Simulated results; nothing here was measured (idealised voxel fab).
This section sets out a process module, namely voxel transistor to metal.
Section shown: cut. Width: 215 nm. Cell size: 5 nm, square.
Heads up, the way a cross-section reads in here is a grid of square cells, handed over as bands from the top down, with every band being one or more rows of cells.
Basically the band line says how high the top is and how high the bottom is, in nm, and then what's in it from left to right, every material with its width in nm. Empty space shows up as "blank", and if a single material carries "full width" it runs the full band edge to edge.
Below 0: as-received wafer, all one material; heights counted from there. Lowest band: no bottom, goes on down, written "0 and below".
Read "30->40" as a graded width: first number on top, second number at the bottom, same change between each pair of neighbouring rows.
Where a step carries "nothing was modified", the cross-section came out of it unchanged, cell for cell.
Look at "Unvented voids" for the closed voids: empty spaces with no open path to the top, sized 8 cells or up. Each is width x height at distance, distance from the left edge, all nm.
Note: text after step settings on the step line = simulator remark on that step.
overlay nm: step with mask; distance mask lay right of planned place; negative value = left of planned place.
Layout of what follows: cross-section pairs, each bracketing one process step, the after cross-section shown only to the lowest band that changed, the step between and its settings noted under each pair. Pairs may originate in different runs of this module on the same starting wafer; a pair continues from the pair above only where its entry headed "Pre-step profile" says so.

Pre-step profile
	30 down to 25 | 80 blank | 5 SiN | 5 blank | 35 SiCN | 5 blank | 5 SiN | 80 blank
	25 down to 20 | 80 blank | 5 SiN | 5 SiO2 | 35 SiCN | 5 SiO2 | 5 SiN | 80 blank
	20 down to 0 | 80 blank | 5 SiN | 5 SiO2 | 35 polySi | 5 SiO2 | 5 SiN | 80 blank
	0 down to -5 | 40 blank | 5 SiN | 35 blank | 5 SiN | 5 SiO2 | 35 polySi | 5 SiO2 | 5 SiN | 35 blank | 5 SiN | 40 blank
	-5 down to -10 | 45 SiO2 | 35 blank | 55 SiO2 | 35 blank | 45 SiO2
	-10 down to -80 | 45 SiO2 | 125 Si | 45 SiO2
	-80 and below | Si full width
	Unvented voids: none

Post-Process Section
	30 down to 25 | 80 blank | 5 SiN | 5 blank | 35 SiCN | 5 blank | 5 SiN | 80 blank
	25 down to 20 | 80 blank | 5 SiN | 5 SiO2 | 35 SiCN | 5 SiO2 | 5 SiN | 80 blank
	20 down to 0 | 80 blank | 5 SiN | 5 SiO2 | 35 polySi | 5 SiO2 | 5 SiN | 80 blank
	0 down to -5 | 40 blank | 5 SiN | 35 blank | 5 SiN | 5 SiO2 | 35 polySi | 5 SiO2 | 5 SiN | 35 blank | 5 SiN | 40 blank
	-5 down to -10 | 45 SiO2 | 35 blank | 55 SiO2 | 35 blank | 45 SiO2
	-10 down to -15 | 45 SiO2 | 35 blank | 55 Si | 35 blank | 45 SiO2
	Whatever lies below -15 is exactly as it was before.
	Unvented voids: none
Intermediate step for the cross-sections above: DIRECTIONAL_ETCH with etch materials Si, depth nm 5

Pre-step profile: the wafer arrives at this step looking as the after cross-section in the pair just above shows it.

Post-Process Section
	30 down to 25 | 80 blank | 5 SiN | 5 blank | 35 SiCN | 5 blank | 5 SiN | 80 blank
	25 down to 20 | 80 blank | 5 SiN | 5 SiO2 | 35 SiCN | 5 SiO2 | 5 SiN | 80 blank
	20 down to 0 | 80 blank | 5 SiN | 5 SiO2 | 35 polySi | 5 SiO2 | 5 SiN | 80 blank
	0 down to -5 | 40 blank | 5 SiN | 35 blank | 5 SiN | 5 SiO2 | 35 polySi | 5 SiO2 | 5 SiN | 35 blank | 5 SiN | 40 blank
	-5 down to -10 | 45 SiO2 | 30 blank | 5 pSi | 55 SiO2 | 5 pSi | 30 blank | 45 SiO2
	-10 down to -15 | 45 SiO2 | 35 pSi | 55 Si | 35 pSi | 45 SiO2
	Whatever lies below -15 is exactly as it was before.
	Unvented voids: none
Intermediate step for the cross-sections above: EPI with material pSi, thk nm 5

Pre-step profile: the wafer arrives at this step looking as the after cross-section in the pair just above shows it.

Post-Process Section
	40 down to 30 | SiO2 full width
	30 down to 20 | 80 SiO2 | 5 SiN | 5 SiO2 | 35 SiCN | 5 SiO2 | 5 SiN | 80 SiO2
	20 down to 0 | 80 SiO2 | 5 SiN | 5 SiO2 | 35 polySi | 5 SiO2 | 5 SiN | 80 SiO2
	0 down to -5 | 40 SiO2 | 5 SiN | 35 SiO2 | 5 SiN | 5 SiO2 | 35 polySi | 5 SiO2 | 5 SiN | 35 SiO2 | 5 SiN | 40 SiO2
	-5 down to -10 | 75 SiO2 | 5 pSi | 55 SiO2 | 5 pSi | 75 SiO2
	Whatever lies below -10 is exactly as it was before.
	Unvented voids: none
Intermediate step for the cross-sections above: FILL_DEP with material SiO2, thk nm 10

Pre-step profile: the wafer arrives at this step looking as the after cross-section in the pair just above shows it.

Post-Process Section
	20 down to 0 | 80 SiO2 | 5 SiN | 5 SiO2 | 35 polySi | 5 SiO2 | 5 SiN | 80 SiO2
	Whatever lies below 0 is exactly as it was before.
	Unvented voids: none
Intermediate step for the cross-sections above: CMP with height nm 20

Pre-step profile: the wafer arrives at this step looking as the after cross-section in the pair just above shows it.

Post-Process Section
	20 down to 0 | 80 SiO2 | 5 SiN | 5 SiO2 | 35 blank | 5 SiO2 | 5 SiN | 80 SiO2
	0 down to -5 | 40 SiO2 | 5 SiN | 35 SiO2 | 5 SiN | 5 SiO2 | 35 blank | 5 SiO2 | 5 SiN | 35 SiO2 | 5 SiN | 40 SiO2
	Whatever lies below -5 is exactly as it was before.
	Unvented voids: none
Intermediate step for the cross-sections above: STRIP with etch materials polySi

Pre-step profile: the wafer arrives at this step looking as the after cross-section in the pair just above shows it.

Post-Process Section
	20 down to 15 | 80 blank | 5 SiN | 45 blank | 5 SiN | 80 blank
	15 down to 0 | 80 SiO2 | 5 SiN | 45 blank | 5 SiN | 80 SiO2
	0 down to -5 | 40 SiO2 | 5 SiN | 35 SiO2 | 5 SiN | 45 blank | 5 SiN | 35 SiO2 | 5 SiN | 40 SiO2
	-5 down to -10 | 75 SiO2 | 5 pSi | 5 SiO2 | 45 blank | 5 SiO2 | 5 pSi | 75 SiO2
	Whatever lies below -10 is exactly as it was before.
	Unvented voids: none
Intermediate step for the cross-sections above: SELECTIVE_ETCH with etch materials SiO2, depth nm 5

Pre-step profile: the wafer arrives at this step looking as the after cross-section in the pair just above shows it.

Post-Process Section
	25 down to 20 | 75 blank | 15 HfO2 | 35 blank | 15 HfO2 | 75 blank
	20 down to 15 | 80 HfO2 | 5 SiN | 5 HfO2 | 35 blank | 5 HfO2 | 5 SiN | 80 HfO2
	15 down to 0 | 80 SiO2 | 5 SiN | 5 HfO2 | 35 blank | 5 HfO2 | 5 SiN | 80 SiO2
	0 down to -5 | 40 SiO2 | 5 SiN | 35 SiO2 | 5 SiN | 5 HfO2 | 35 blank | 5 HfO2 | 5 SiN | 35 SiO2 | 5 SiN | 40 SiO2
	-5 down to -10 | 75 SiO2 | 5 pSi | 5 SiO2 | 45 HfO2 | 5 SiO2 | 5 pSi | 75 SiO2
	Whatever lies below -10 is exactly as it was before.
	Unvented voids: none
Intermediate step for the cross-sections above: CONFORMAL_DEP with material HfO2, thk nm 5

Pre-step profile: the wafer arrives at this step looking as the after cross-section in the pair just above shows it.

Post-Process Section
	30 down to 25 | 70 blank | 25 TiN | 25 blank | 25 TiN | 70 blank
	25 down to 20 | 75 TiN | 15 HfO2 | 5 TiN | 25 blank | 5 TiN | 15 HfO2 | 75 TiN
	20 down to 15 | 80 HfO2 | 5 SiN | 5 HfO2 | 5 TiN | 25 blank | 5 TiN | 5 HfO2 | 5 SiN | 80 HfO2
	15 down to 0 | 80 SiO2 | 5 SiN | 5 HfO2 | 5 TiN | 25 blank | 5 TiN | 5 HfO2 | 5 SiN | 80 SiO2
	0 down to -5 | 40 SiO2 | 5 SiN | 35 SiO2 | 5 SiN | 5 HfO2 | 35 TiN | 5 HfO2 | 5 SiN | 35 SiO2 | 5 SiN | 40 SiO2
	Whatever lies below -5 is exactly as it was before.
	Unvented voids: none
Intermediate step for the cross-sections above: CONFORMAL_DEP with material TiN, thk nm 5

Pre-step profile: the wafer arrives at this step looking as the after cross-section in the pair just above shows it.

Post-Process Section
	35 down to 30 | W full width
	30 down to 25 | 70 W | 25 TiN | 25 W | 25 TiN | 70 W
	25 down to 20 | 75 TiN | 15 HfO2 | 5 TiN | 25 W | 5 TiN | 15 HfO2 | 75 TiN
	20 down to 15 | 80 HfO2 | 5 SiN | 5 HfO2 | 5 TiN | 25 W | 5 TiN | 5 HfO2 | 5 SiN | 80 HfO2
	15 down to 0 | 80 SiO2 | 5 SiN | 5 HfO2 | 5 TiN | 25 W | 5 TiN | 5 HfO2 | 5 SiN | 80 SiO2
	Whatever lies below 0 is exactly as it was before.
	Unvented voids: none
Intermediate step for the cross-sections above: FILL_DEP with material W, thk nm 5

Pre-step profile: the wafer arrives at this step looking as the after cross-section in the pair just above shows it.

Post-Process Section
	15 down to 0 | 80 SiO2 | 5 SiN | 5 HfO2 | 5 TiN | 25 W | 5 TiN | 5 HfO2 | 5 SiN | 80 SiO2
	Whatever lies below 0 is exactly as it was before.
	Unvented voids: none
Intermediate step for the cross-sections above: CMP with height nm 15

Pre-step profile: the wafer arrives at this step looking as the after cross-section in the pair just above shows it.

Post-Process Section
	30 down to 15 | SiO2 full width
	Whatever lies below 15 is exactly as it was before.
	Unvented voids: none
Intermediate step for the cross-sections above: DIRECTIONAL_DEP with material SiO2, thk nm 15

Pre-step profile: the wafer arrives at this step looking as the after cross-section in the pair just above shows it.

Post-Process Section
	30 down to 15 | 50 SiO2 | 20 blank | 75 SiO2 | 20 blank | 50 SiO2
	15 down to 0 | 50 SiO2 | 20 blank | 10 SiO2 | 5 SiN | 5 HfO2 | 5 TiN | 25 W | 5 TiN | 5 HfO2 | 5 SiN | 10 SiO2 | 20 blank | 50 SiO2
	0 down to -5 | 40 SiO2 | 5 SiN | 5 SiO2 | 20 blank | 10 SiO2 | 5 SiN | 5 HfO2 | 35 TiN | 5 HfO2 | 5 SiN | 10 SiO2 | 20 blank | 5 SiO2 | 5 SiN | 40 SiO2
	-5 down to -10 | 50 SiO2 | 20 blank | 5 SiO2 | 5 pSi | 5 SiO2 | 45 HfO2 | 5 SiO2 | 5 pSi | 5 SiO2 | 20 blank | 50 SiO2
	Whatever lies below -10 is exactly as it was before.
	Unvented voids: none
Intermediate step for the cross-sections above: MASKED_ETCH with tone open, mask id CONTACT, width nm 20, pitch nm 95, etch materials SiO2, depth nm 40, overlay nm 0

Pre-step profile: the wafer arrives at this step looking as the after cross-section in the pair just above shows it.

Post-Process Section
	35 down to 30 | 55 TiN | 10 blank | 85 TiN | 10 blank | 55 TiN
	30 down to 15 | 50 SiO2 | 5 TiN | 10 blank | 5 TiN | 75 SiO2 | 5 TiN | 10 blank | 5 TiN | 50 SiO2
	15 down to 0 | 50 SiO2 | 5 TiN | 10 blank | 5 TiN | 10 SiO2 | 5 SiN | 5 HfO2 | 5 TiN | 25 W | 5 TiN | 5 HfO2 | 5 SiN | 10 SiO2 | 5 TiN | 10 blank | 5 TiN | 50 SiO2
	0 down to -5 | 40 SiO2 | 5 SiN | 5 SiO2 | 5 TiN | 10 blank | 5 TiN | 10 SiO2 | 5 SiN | 5 HfO2 | 35 TiN | 5 HfO2 | 5 SiN | 10 SiO2 | 5 TiN | 10 blank | 5 TiN | 5 SiO2 | 5 SiN | 40 SiO2
	-5 down to -10 | 50 SiO2 | 20 TiN | 5 SiO2 | 5 pSi | 5 SiO2 | 45 HfO2 | 5 SiO2 | 5 pSi | 5 SiO2 | 20 TiN | 50 SiO2
	Whatever lies below -10 is exactly as it was before.
	Unvented voids: none
Intermediate step for the cross-sections above: CONFORMAL_DEP with material TiN, thk nm 5

Pre-step profile: the wafer arrives at this step looking as the after cross-section in the pair just above shows it.

Post-Process Section
	45 down to 35 | Ru full width
	35 down to 30 | 55 TiN | 10 Ru | 85 TiN | 10 Ru | 55 TiN
	30 down to 15 | 50 SiO2 | 5 TiN | 10 Ru | 5 TiN | 75 SiO2 | 5 TiN | 10 Ru | 5 TiN | 50 SiO2
	15 down to 0 | 50 SiO2 | 5 TiN | 10 Ru | 5 TiN | 10 SiO2 | 5 SiN | 5 HfO2 | 5 TiN | 25 W | 5 TiN | 5 HfO2 | 5 SiN | 10 SiO2 | 5 TiN | 10 Ru | 5 TiN | 50 SiO2
	0 down to -5 | 40 SiO2 | 5 SiN | 5 SiO2 | 5 TiN | 10 Ru | 5 TiN | 10 SiO2 | 5 SiN | 5 HfO2 | 35 TiN | 5 HfO2 | 5 SiN | 10 SiO2 | 5 TiN | 10 Ru | 5 TiN | 5 SiO2 | 5 SiN | 40 SiO2
	Whatever lies below -5 is exactly as it was before.
	Unvented voids: none
Intermediate step for the cross-sections above: FILL_DEP with material Ru, thk nm 10

Pre-step profile: the wafer arrives at this step looking as the after cross-section in the pair just above shows it.

Post-Process Section
	30 down to 15 | 50 SiO2 | 5 TiN | 10 Ru | 5 TiN | 75 SiO2 | 5 TiN | 10 Ru | 5 TiN | 50 SiO2
	Whatever lies below 15 is exactly as it was before.
	Unvented voids: none
Intermediate step for the cross-sections above: CMP with height nm 30

Pre-step profile: the wafer arrives at this step looking as the after cross-section in the pair just above shows it.

Post-Process Section
	35 down to 30 | TiN full width
	Whatever lies below 30 is exactly as it was before.
	Unvented voids: none
Intermediate step for the cross-sections above: DIRECTIONAL_DEP with material TiN, thk nm 5

Pre-step profile: the wafer arrives at this step looking as the after cross-section in the pair just above shows it.

Post-Process Section
	55 down to 35 | W full width
	Whatever lies below 35 is exactly as it was before.
	Unvented voids: none
Intermediate step for the cross-sections above: DIRECTIONAL_DEP with material W, thk nm 20

Pre-step profile: the wafer arrives at this step looking as the after cross-section in the pair just above shows it.

Post-Process Section
	70 down to 55 | 50 blank | 20 resist | 75 blank | 20 resist | 50 blank
	Whatever lies below 55 is exactly as it was before.
	Unvented voids: none
Intermediate step for the cross-sections above: PATTERN with tone cover, mask id METAL_1, material resist, width nm 20, pitch nm 95, thk nm 15, overlay nm 0

Pre-step profile: the wafer arrives at this step looking as the after cross-section in the pair just above shows it.

Post-Process Section
	70 down to 55 | 50 blank | 20 resist | 75 blank | 20 resist | 50 blank
	55 down to 35 | 50 blank | 20 W | 75 blank | 20 W | 50 blank
	Whatever lies below 35 is exactly as it was before.
	Unvented voids: none
Intermediate step for the cross-sections above: DIRECTIONAL_ETCH with etch materials W, depth nm 20

Pre-step profile: the wafer arrives at this step looking as the after cross-section in the pair just above shows it.

Post-Process Section
	70 down to 55 | 50 blank | 20 resist | 75 blank | 20 resist | 50 blank
	55 down to 35 | 50 blank | 20 W | 75 blank | 20 W | 50 blank
	35 down to 30 | 50 blank | 20 TiN | 75 blank | 20 TiN | 50 blank
	Whatever lies below 30 is exactly as it was before.
	Unvented voids: none
Intermediate step for the cross-sections above: DIRECTIONAL_ETCH with etch materials TiN, depth nm 5

Pre-step profile: the wafer arrives at this step looking as the after cross-section in the pair just above shows it.

Post-Process Section
	55 down to 35 | 50 blank | 20 W | 75 blank | 20 W | 50 blank
	Whatever lies below 35 is exactly as it was before.
	Unvented voids: none
Intermediate step for the cross-sections above: STRIP with etch materials resist

Pre-step profile: the wafer arrives at this step looking as the after cross-section in the pair just above shows it.

Post-Process Section
	60 down to 55 | 45 blank | 30 SiCN | 65 blank | 30 SiCN | 45 blank
	55 down to 35 | 45 blank | 5 SiCN | 20 W | 5 SiCN | 65 blank | 5 SiCN | 20 W | 5 SiCN | 45 blank
	35 down to 30 | 50 SiCN | 20 TiN | 75 SiCN | 20 TiN | 50 SiCN
	Whatever lies below 30 is exactly as it was before.
	Unvented voids: none
Intermediate step for the cross-sections above: CONFORMAL_DEP with material SiCN, thk nm 5

Pre-step profile: the wafer arrives at this step looking as the after cross-section in the pair just above shows it.

Post-Process Section
	65 down to 60 | lowk full width
	60 down to 55 | 45 lowk | 30 SiCN | 65 lowk | 30 SiCN | 45 lowk
	55 down to 35 | 45 lowk | 5 SiCN | 20 W | 5 SiCN | 65 lowk | 5 SiCN | 20 W | 5 SiCN | 45 lowk
	Whatever lies below 35 is exactly as it was before.
	Unvented voids: none
Intermediate step for the cross-sections above: FILL_DEP with material lowk, thk nm 5

Pre-step profile: the wafer arrives at this step looking as the after cross-section in the pair just above shows it.

Post-Process Section
	55 down to 35 | 45 lowk | 5 SiCN | 20 W | 5 SiCN | 65 lowk | 5 SiCN | 20 W | 5 SiCN | 45 lowk
	Whatever lies below 35 is exactly as it was before.
	Unvented voids: none
Intermediate step for the cross-sections above: CMP with height nm 55

Pre-step profile: the wafer arrives at this step looking as the after cross-section in the pair just above shows it.

Post-Process Section
	60 down to 55 | SiCN full width
	Whatever lies below 55 is exactly as it was before.
	Unvented voids: none
Intermediate step for the cross-sections above: CONFORMAL_DEP with material SiCN, thk nm 5

Pre-step profile: the wafer arrives at this step looking as the after cross-section in the pair just above shows it.

Post-Process Section
	85 down to 60 | lowk full width
	Whatever lies below 60 is exactly as it was before.
	Unvented voids: none
Intermediate step for the cross-sections above: DIRECTIONAL_DEP with material lowk, thk nm 25

Pre-step profile: the wafer arrives at this step looking as the after cross-section in the pair just above shows it.

Post-Process Section
	105 down to 85 | 50 resist | 15 blank | 80 resist | 15 blank | 55 resist
	Whatever lies below 85 is exactly as it was before.
	Unvented voids: none
Intermediate step for the cross-sections above: PATTERN with tone open, mask id METAL_2_HOLES, material resist, width nm 15, pitch nm 95, thk nm 20, overlay nm 0

Pre-step profile: the wafer arrives at this step looking as the after cross-section in the pair just above shows it.

Post-Process Section
	105 down to 85 | 50 resist | 15 blank | 80 resist | 15 blank | 55 resist
	85 down to 60 | 50 lowk | 15 blank | 80 lowk | 15 blank | 55 lowk
	Whatever lies below 60 is exactly as it was before.
	Unvented voids: none
Intermediate step for the cross-sections above: DIRECTIONAL_ETCH with etch materials lowk, depth nm 25

Pre-step profile: the wafer arrives at this step looking as the after cross-section in the pair just above shows it.

Post-Process Section
	85 down to 60 | 50 lowk | 15 blank | 80 lowk | 15 blank | 55 lowk
	Whatever lies below 60 is exactly as it was before.
	Unvented voids: none
Intermediate step for the cross-sections above: STRIP with etch materials resist

Pre-step profile: the wafer arrives at this step looking as the after cross-section in the pair just above shows it.

Post-Process Section
	95 down to 85 | 50 aC | 15 blank | 80 aC | 15 blank | 55 aC
	85 down to 70 | 50 lowk | 15 blank | 80 lowk | 15 blank | 55 lowk
	70 down to 60 | 50 lowk | 15 aC | 80 lowk | 15 aC | 55 lowk
	Whatever lies below 60 is exactly as it was before.
	Unvented voids: none
Intermediate step for the cross-sections above: DIRECTIONAL_DEP with material aC, thk nm 10

Pre-step profile: the wafer arrives at this step looking as the after cross-section in the pair just above shows it.

Post-Process Section
	120 down to 95 | 50 resist | 20 blank | 75 resist | 20 blank | 50 resist
	Whatever lies below 95 is exactly as it was before.
	Unvented voids: none
Intermediate step for the cross-sections above: PATTERN with tone open, mask id METAL_2, material resist, width nm 20, pitch nm 95, thk nm 25, overlay nm 0

Pre-step profile: the wafer arrives at this step looking as the after cross-section in the pair just above shows it.

Post-Process Section
	110 down to 95 | 50 resist | 20 blank | 75 resist | 20 blank | 50 resist
	95 down to 85 | 50 aC | 20 blank | 75 aC | 20 blank | 50 aC
	85 down to 60 | 50 lowk | 15 blank | 80 lowk | 15 blank | 55 lowk
	Whatever lies below 60 is exactly as it was before.
	Unvented voids: none
Intermediate step for the cross-sections above: DIRECTIONAL_ETCH with etch materials aC, depth nm 10

Pre-step profile: the wafer arrives at this step looking as the after cross-section in the pair just above shows it.

Post-Process Section
	95 down to 85 | 50 aC | 20 blank | 75 aC | 20 blank | 50 aC
	Whatever lies below 85 is exactly as it was before.
	Unvented voids: none
Intermediate step for the cross-sections above: STRIP with etch materials resist

Pre-step profile: the wafer arrives at this step looking as the after cross-section in the pair just above shows it.

Post-Process Section
	95 down to 85 | 50 aC | 20 blank | 75 aC | 20 blank | 50 aC
	85 down to 70 | 50 lowk | 20 blank | 75 lowk | 20 blank | 50 lowk
	Whatever lies below 70 is exactly as it was before.
	Unvented voids: none
Intermediate step for the cross-sections above: DIRECTIONAL_ETCH with etch materials lowk, depth nm 15

Pre-step profile: the wafer arrives at this step looking as the after cross-section in the pair just above shows it.

Post-Process Section
	95 down to 85 | 50 aC | 20 blank | 75 aC | 20 blank | 50 aC
	85 down to 70 | 50 lowk | 20 blank | 75 lowk | 20 blank | 50 lowk
	70 down to 60 | 50 lowk | 15 blank | 80 lowk | 15 blank | 55 lowk
	60 down to 55 | 50 SiCN | 15 blank | 80 SiCN | 15 blank | 55 SiCN
	Whatever lies below 55 is exactly as it was before.
	Unvented voids: none
Intermediate step for the cross-sections above: DIRECTIONAL_ETCH with etch materials SiCN, depth nm 5

Pre-step profile: the wafer arrives at this step looking as the after cross-section in the pair just above shows it.

Post-Process Section
	85 down to 70 | 50 lowk | 20 blank | 75 lowk | 20 blank | 50 lowk
	Whatever lies below 70 is exactly as it was before.
	Unvented voids: none
Intermediate step for the cross-sections above: STRIP with etch materials aC

Pre-step profile: the wafer arrives at this step looking as the after cross-section in the pair just above shows it.

Post-Process Section
	90 down to 85 | 55 TiN | 10 blank | 85 TiN | 10 blank | 55 TiN
	85 down to 75 | 50 lowk | 5 TiN | 10 blank | 5 TiN | 75 lowk | 5 TiN | 10 blank | 5 TiN | 50 lowk
	75 down to 70 | 50 lowk | 5 TiN | 5 blank | 10 TiN | 75 lowk | 5 TiN | 5 blank | 10 TiN | 50 lowk
	70 down to 60 | 50 lowk | 5 TiN | 5 blank | 5 TiN | 80 lowk | 5 TiN | 5 blank | 5 TiN | 55 lowk
	60 down to 55 | 50 SiCN | 15 TiN | 80 SiCN | 15 TiN | 55 SiCN
	Whatever lies below 55 is exactly as it was before.
	Unvented voids: none
Intermediate step for the cross-sections above: CONFORMAL_DEP with material TiN, thk nm 5

Pre-step profile: the wafer arrives at this step looking as the after cross-section in the pair just above shows it.

Post-Process Section
	95 down to 90 | Ru full width
	90 down to 85 | 55 TiN | 10 Ru | 85 TiN | 10 Ru | 55 TiN
	85 down to 75 | 50 lowk | 5 TiN | 10 Ru | 5 TiN | 75 lowk | 5 TiN | 10 Ru | 5 TiN | 50 lowk
	75 down to 70 | 50 lowk | 5 TiN | 5 Ru | 10 TiN | 75 lowk | 5 TiN | 5 Ru | 10 TiN | 50 lowk
	70 down to 60 | 50 lowk | 5 TiN | 5 Ru | 5 TiN | 80 lowk | 5 TiN | 5 Ru | 5 TiN | 55 lowk
	Whatever lies below 60 is exactly as it was before.
	Unvented voids: none
Intermediate step for the cross-sections above: FILL_DEP with material Ru, thk nm 5

Pre-step profile: the wafer arrives at this step looking as the after cross-section in the pair just above shows it.

Post-Process Section
	85 down to 75 | 50 lowk | 5 TiN | 10 Ru | 5 TiN | 75 lowk | 5 TiN | 10 Ru | 5 TiN | 50 lowk
	Whatever lies below 75 is exactly as it was before.
	Unvented voids: none
Intermediate step for the cross-sections above: CMP with height nm 85

Pre-step profile: the wafer arrives at this step looking as the after cross-section in the pair just above shows it.

Post-Process Section
	90 down to 85 | SiCN full width
	Whatever lies below 85 is exactly as it was before.
	Unvented voids: none
Intermediate step for the cross-sections above: CONFORMAL_DEP with material SiCN, thk nm 5

Pre-step profile
	15 down to 5 | 40 blank | 135 SiN | 40 blank
	5 down to 0 | 40 SiO2 | 135 SiN | 40 SiO2
	0 down to -5 | SiO2 full width
	-5 down to -45 | 45 SiO2 | 125 Si | 45 SiO2
	-45 and below | Si full width
	Unvented voids: none

Post-Process Section
	15 down to 0 | 40 blank | 135 SiN | 40 blank
	Whatever lies below 0 is exactly as it was before.
	Unvented voids: none
Intermediate step for the cross-sections above: SELECTIVE_ETCH with etch materials SiO2, depth nm 5

Pre-step profile: the wafer arrives at this step looking as the after cross-section in the pair just above shows it.

Post-Process Section
	0 down to -5 | SiO2 full width
	Whatever lies below -5 is exactly as it was before.
	Unvented voids: none
Intermediate step for the cross-sections above: STRIP with etch materials SiN

Pre-step profile: the wafer arrives at this step looking as the after cross-section in the pair just above shows it.

Post-Process Section
	25 down to 0 | polySi full width
	Whatever lies below 0 is exactly as it was before.
	Unvented voids: none
Intermediate step for the cross-sections above: DIRECTIONAL_DEP with material polySi, thk nm 25

Pre-step profile: the wafer arrives at this step looking as the after cross-section in the pair just above shows it.

Post-Process Section
	35 down to 25 | SiCN full width
	Whatever lies below 25 is exactly as it was before.
	Unvented voids: none
Intermediate step for the cross-sections above: DIRECTIONAL_DEP with material SiCN, thk nm 10

Pre-step profile: the wafer arrives at this step looking as the after cross-section in the pair just above shows it.

Post-Process Section
	50 down to 35 | 90 blank | 35 resist | 90 blank
	Whatever lies below 35 is exactly as it was before.
	Unvented voids: none
Intermediate step for the cross-sections above: PATTERN with tone cover, mask id GATE, material resist, width nm 35, thk nm 15, overlay nm 0

Pre-step profile: the wafer arrives at this step looking as the after cross-section in the pair just above shows it.

Post-Process Section
	50 down to 35 | 90 blank | 35 resist | 90 blank
	35 down to 25 | 90 blank | 35 SiCN | 90 blank
	Whatever lies below 25 is exactly as it was before.
	Unvented voids: none
Intermediate step for the cross-sections above: DIRECTIONAL_ETCH with etch materials SiCN, depth nm 20

Pre-step profile: the wafer arrives at this step looking as the after cross-section in the pair just above shows it.

Post-Process Section
	50 down to 35 | 90 blank | 35 resist | 90 blank
	35 down to 25 | 90 blank | 35 SiCN | 90 blank
	25 down to 0 | 90 blank | 35 polySi | 90 blank
	Whatever lies below 0 is exactly as it was before.
	Unvented voids: none
Intermediate step for the cross-sections above: DIRECTIONAL_ETCH with etch materials polySi, depth nm 35

Pre-step profile: the wafer arrives at this step looking as the after cross-section in the pair just above shows it.

Post-Process Section
	35 down to 25 | 90 blank | 35 SiCN | 90 blank
	Whatever lies below 25 is exactly as it was before.
	Unvented voids: none
Intermediate step for the cross-sections above: STRIP with etch materials resist

Pre-step profile: the wafer arrives at this step looking as the after cross-section in the pair just above shows it.

Post-Process Section
	40 down to 35 | 85 blank | 45 SiO2 | 85 blank
	35 down to 25 | 85 blank | 5 SiO2 | 35 SiCN | 5 SiO2 | 85 blank
	25 down to 5 | 85 blank | 5 SiO2 | 35 polySi | 5 SiO2 | 85 blank
	5 down to 0 | 90 SiO2 | 35 polySi | 90 SiO2
	Whatever lies below 0 is exactly as it was before.
	Unvented voids: none
Intermediate step for the cross-sections above: CONFORMAL_DEP with material SiO2, thk nm 5

Pre-step profile: the wafer arrives at this step looking as the after cross-section in the pair just above shows it.

Post-Process Section
	35 down to 25 | 85 blank | 5 SiO2 | 35 SiCN | 5 SiO2 | 85 blank
	25 down to 0 | 85 blank | 5 SiO2 | 35 polySi | 5 SiO2 | 85 blank
	Whatever lies below 0 is exactly as it was before.
	Unvented voids: none
Intermediate step for the cross-sections above: DIRECTIONAL_ETCH with etch materials SiO2, depth nm 5

Pre-step profile: the wafer arrives at this step looking as the after cross-section in the pair just above shows it.

Post-Process Section
	40 down to 35 | 80 blank | 55 SiN | 80 blank
	35 down to 25 | 80 blank | 5 SiN | 5 SiO2 | 35 SiCN | 5 SiO2 | 5 SiN | 80 blank
	25 down to 5 | 80 blank | 5 SiN | 5 SiO2 | 35 polySi | 5 SiO2 | 5 SiN | 80 blank
	5 down to 0 | 85 SiN | 5 SiO2 | 35 polySi | 5 SiO2 | 85 SiN
	Whatever lies below 0 is exactly as it was before.
	Unvented voids: none
Intermediate step for the cross-sections above: CONFORMAL_DEP with material SiN, thk nm 5

Pre-step profile: the wafer arrives at this step looking as the after cross-section in the pair just above shows it.

Post-Process Section
	35 down to 25 | 80 blank | 5 SiN | 5 SiO2 | 35 SiCN | 5 SiO2 | 5 SiN | 80 blank
	25 down to 0 | 80 blank | 5 SiN | 5 SiO2 | 35 polySi | 5 SiO2 | 5 SiN | 80 blank
	Whatever lies below 0 is exactly as it was before.
	Unvented voids: none
Intermediate step for the cross-sections above: DIRECTIONAL_ETCH with etch materials SiN, depth nm 5

Pre-step profile: the wafer arrives at this step looking as the after cross-section in the pair just above shows it.

Post-Process Section
	35 down to 30 | 80 blank | 5 SiN | 5 blank | 35 SiCN | 5 blank | 5 SiN | 80 blank
	30 down to 25 | 80 blank | 5 SiN | 5 SiO2 | 35 SiCN | 5 SiO2 | 5 SiN | 80 blank
	25 down to 0 | 80 blank | 5 SiN | 5 SiO2 | 35 polySi | 5 SiO2 | 5 SiN | 80 blank
	0 down to -5 | 80 blank | 55 SiO2 | 80 blank
	Whatever lies below -5 is exactly as it was before.
	Unvented voids: none
Intermediate step for the cross-sections above: DIRECTIONAL_ETCH with etch materials SiO2, depth nm 5

Pre-step profile: the wafer arrives at this step looking as the after cross-section in the pair just above shows it.

Post-Process Section
	35 down to 30 | 80 blank | 5 SiN | 5 blank | 35 SiCN | 5 blank | 5 SiN | 80 blank
	30 down to 25 | 80 blank | 5 SiN | 5 SiO2 | 35 SiCN | 5 SiO2 | 5 SiN | 80 blank
	25 down to 0 | 80 blank | 5 SiN | 5 SiO2 | 35 polySi | 5 SiO2 | 5 SiN | 80 blank
	0 down to -5 | 80 blank | 55 SiO2 | 80 blank
	-5 down to -10 | 45 SiO2 | 35 blank | 55 Si | 35 blank | 45 SiO2
	Whatever lies below -10 is exactly as it was before.
	Unvented voids: none
Intermediate step for the cross-sections above: DIRECTIONAL_ETCH with etch materials Si, depth nm 5

Pre-step profile: the wafer arrives at this step looking as the after cross-section in the pair just above shows it.

Post-Process Section
	35 down to 30 | 80 blank | 5 SiN | 5 blank | 35 SiCN | 5 blank | 5 SiN | 80 blank
	30 down to 25 | 80 blank | 5 SiN | 5 SiO2 | 35 SiCN | 5 SiO2 | 5 SiN | 80 blank
	25 down to 0 | 80 blank | 5 SiN | 5 SiO2 | 35 polySi | 5 SiO2 | 5 SiN | 80 blank
	0 down to -5 | 75 blank | 5 pSi | 55 SiO2 | 5 pSi | 75 blank
	-5 down to -10 | 45 SiO2 | 35 pSi | 55 Si | 35 pSi | 45 SiO2
	Whatever lies below -10 is exactly as it was before.
	Unvented voids: none
Intermediate step for the cross-sections above: EPI with material pSi, thk nm 5
